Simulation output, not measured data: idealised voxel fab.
process module | voxel transistor to metal
cross-section cut | 205 nm wide | cells 5 nm
A cross-section is a grid of square cells, given in bands from the top down. A band is one or more rows of cells.
Each band's line starts with the height of the band's top and of its bottom, in nm. Then come its materials from left to right, each with its width in nm. One material with "throughout" fills the band from edge to edge. "air" is empty space.
Height 0 is the level under which the wafer as received is all one material. The lowest band goes on downwards, as in "0 down".
A width such as "30 to 40" changes by the same amount from each row of cells to the next, from the band's top row to its bottom row.
"no change" after a step means that no cell of the cross-section changed.
closed voids: empty space of 8 cells or more with no open way to the top, each as width x height at its distance from the left edge, in nm
after a step's settings: what the simulator itself notes on the step
overlay nm, on a step with a mask: how far to the right of its planned place the mask lay; to the left if negative
plan
1 op RECEIVE | material Si
2 op OXIDIZE | depth nm 5
3 op CONFORMAL_DEP | material SiN | thk nm 15
4 op MASKED_ETCH | tone cover | mask id ACTIVE | width nm 110 | etch materials SiN | depth nm 15 | overlay nm 0
5 op MASKED_ETCH | tone cover | mask id ACTIVE | width nm 110 | etch materials SiO2 | depth nm 5 | overlay nm 0
6 op MASKED_ETCH | tone cover | mask id ACTIVE | width nm 110 | etch materials Si | depth nm 25 | overlay nm 0
7 op FILL_DEP | material SiO2 | thk nm 10
8 op CMP | height nm 15
9 op SELECTIVE_ETCH | etch materials SiO2 | depth nm 5
10 op STRIP | etch materials SiN
11 op SELECTIVE_ETCH | etch materials SiO2 | depth nm 5
12 op OXIDIZE | depth nm 5
13 op DIRECTIONAL_DEP | material polySi | thk nm 25
14 op DIRECTIONAL_DEP | material SiCN | thk nm 10
15 op PATTERN | tone cover | mask id GATE | material resist | width nm 30 | thk nm 20 | overlay nm 0
16 op DIRECTIONAL_ETCH | etch materials SiCN | depth nm 20
17 op DIRECTIONAL_ETCH | etch materials polySi | depth nm 35
18 op STRIP | etch materials resist
19 op CONFORMAL_DEP | material SiO2 | thk nm 5
20 op DIRECTIONAL_ETCH | etch materials SiO2 | depth nm 5
21 op CONFORMAL_DEP | material SiN | thk nm 10
22 op DIRECTIONAL_ETCH | etch materials SiN | depth nm 10
23 op DIRECTIONAL_ETCH | etch materials SiO2 | depth nm 5
24 op DIRECTIONAL_ETCH | etch materials Si | depth nm 5
25 op EPI | material nSi | thk nm 5
26 op FILL_DEP | material SiO2 | thk nm 5
27 op CMP | height nm 20
28 op STRIP | etch materials polySi
29 op SELECTIVE_ETCH | etch materials SiO2 | depth nm 5
30 op CONFORMAL_DEP | material HfO2 | thk nm 5
31 op CONFORMAL_DEP | material TiN | thk nm 5
32 op FILL_DEP | material W | thk nm 5
33 op CMP | height nm 15
34 op DIRECTIONAL_DEP | material SiO2 | thk nm 15
35 op MASKED_ETCH | tone open | mask id CONTACT | width nm 20 | pitch nm 80 | etch materials SiO2 | depth nm 40 | overlay nm 0
36 op CONFORMAL_DEP | material TiN | thk nm 5
37 op FILL_DEP | material W | thk nm 5
38 op CMP | height nm 30
39 op DIRECTIONAL_DEP | material TiN | thk nm 5
40 op DIRECTIONAL_DEP | material Ru | thk nm 15
41 op PATTERN | tone cover | mask id METAL_1 | material resist | width nm 20 | pitch nm 80 | thk nm 15 | overlay nm 0
42 op DIRECTIONAL_ETCH | etch materials Ru | depth nm 15
43 op DIRECTIONAL_ETCH | etch materials TiN | depth nm 5
44 op STRIP | etch materials resist
45 op CONFORMAL_DEP | material SiCN | thk nm 5
46 op FILL_DEP | material SiO2 | thk nm 10
47 op CMP | height nm 50
48 op CONFORMAL_DEP | material SiN | thk nm 5
as received, after step 1
  0 down: Si throughout
  closed voids: none
first wafer at the end, as planned
  55 to 50: SiN throughout
  50 to 35: SiO2 45 | SiCN 5 | Ru 20 | SiCN 5 | SiO2 50 | SiCN 5 | Ru 20 | SiCN 5 | SiO2 50
  35 to 30: SiCN 50 | TiN 20 | SiCN 60 | TiN 20 | SiCN 55
  30 to 15: SiO2 50 | TiN 5 | W 10 | TiN 5 | SiO2 60 | TiN 5 | W 10 | TiN 5 | SiO2 55
  15 to 5: SiO2 50 | TiN 5 to 10 | W 10 to 5 | TiN 5 | SiN 10 | HfO2 5 | TiN 5 | W 20 | TiN 5 | HfO2 5 | SiN 10 | TiN 5 | W 10 to 5 | TiN 5 to 10 | SiO2 55
  5 to 0: SiO2 45 | SiN 10 | TiN 5 | W 5 | TiN 5 | SiN 10 | HfO2 5 | TiN 5 | W 20 | TiN 5 | HfO2 5 | SiN 10 | TiN 5 | W 5 | TiN 5 | SiN 10 | SiO2 50
  0 to -5: SiO2 45 | SiN 10 | TiN 15 | SiN 10 | HfO2 5 | TiN 30 | HfO2 5 | SiN 10 | TiN 15 | SiN 10 | SiO2 50
  -5 to -10: SiO2 55 | nSi 5 | TiN 5 | nSi 5 | SiO2 10 | HfO2 40 | SiO2 10 | nSi 5 | TiN 5 | nSi 5 | SiO2 60
  -10 to -15: SiO2 45 | Si 10 | nSi 15 | Si 60 | nSi 15 | Si 10 | SiO2 50
  -15 to -30: SiO2 45 | Si 110 | SiO2 50
  -30 down: Si throughout
  closed voids: none
second wafer at the end: like start, like plan, one mistake
  55 to 50: SiN throughout
  50 to 35: SiO2 45 | SiCN 5 | Ru 20 | SiCN 5 | SiO2 50 | SiCN 5 | Ru 20 | SiCN 5 | SiO2 50
  35 to 30: SiCN 50 | TiN 20 | SiCN 60 | TiN 20 | SiCN 55
  30 to 15: Ru throughout
  15 to 5: SiO2 70 | SiN 10 | HfO2 5 | TiN 5 | W 20 | TiN 5 | HfO2 5 | SiN 10 | SiO2 75
  5 to 0: SiO2 45 | SiN 10 | SiO2 15 | SiN 10 | HfO2 5 | TiN 5 | W 20 | TiN 5 | HfO2 5 | SiN 10 | SiO2 15 | SiN 10 | SiO2 50
  0 to -5: SiO2 45 | SiN 10 | SiO2 15 | SiN 10 | HfO2 5 | TiN 30 | HfO2 5 | SiN 10 | SiO2 15 | SiN 10 | SiO2 50
  -5 to -10: SiO2 55 | nSi 5 | SiO2 5 | nSi 5 | SiO2 10 | HfO2 40 | SiO2 10 | nSi 5 | SiO2 5 | nSi 5 | SiO2 60
  -10 to -15: SiO2 45 | Si 10 | nSi 15 | Si 60 | nSi 15 | Si 10 | SiO2 50
  -15 to -30: SiO2 45 | Si 110 | SiO2 50
  -30 down: Si throughout
  closed voids: none
what went wrong: step 34 ran as: op DIRECTIONAL_DEP | material Ru | thk nm 15
at the end the second wafer has, in cells: 123 more of Ru | 69 fewer of SiO2 | 34 fewer of TiN | 20 fewer of W
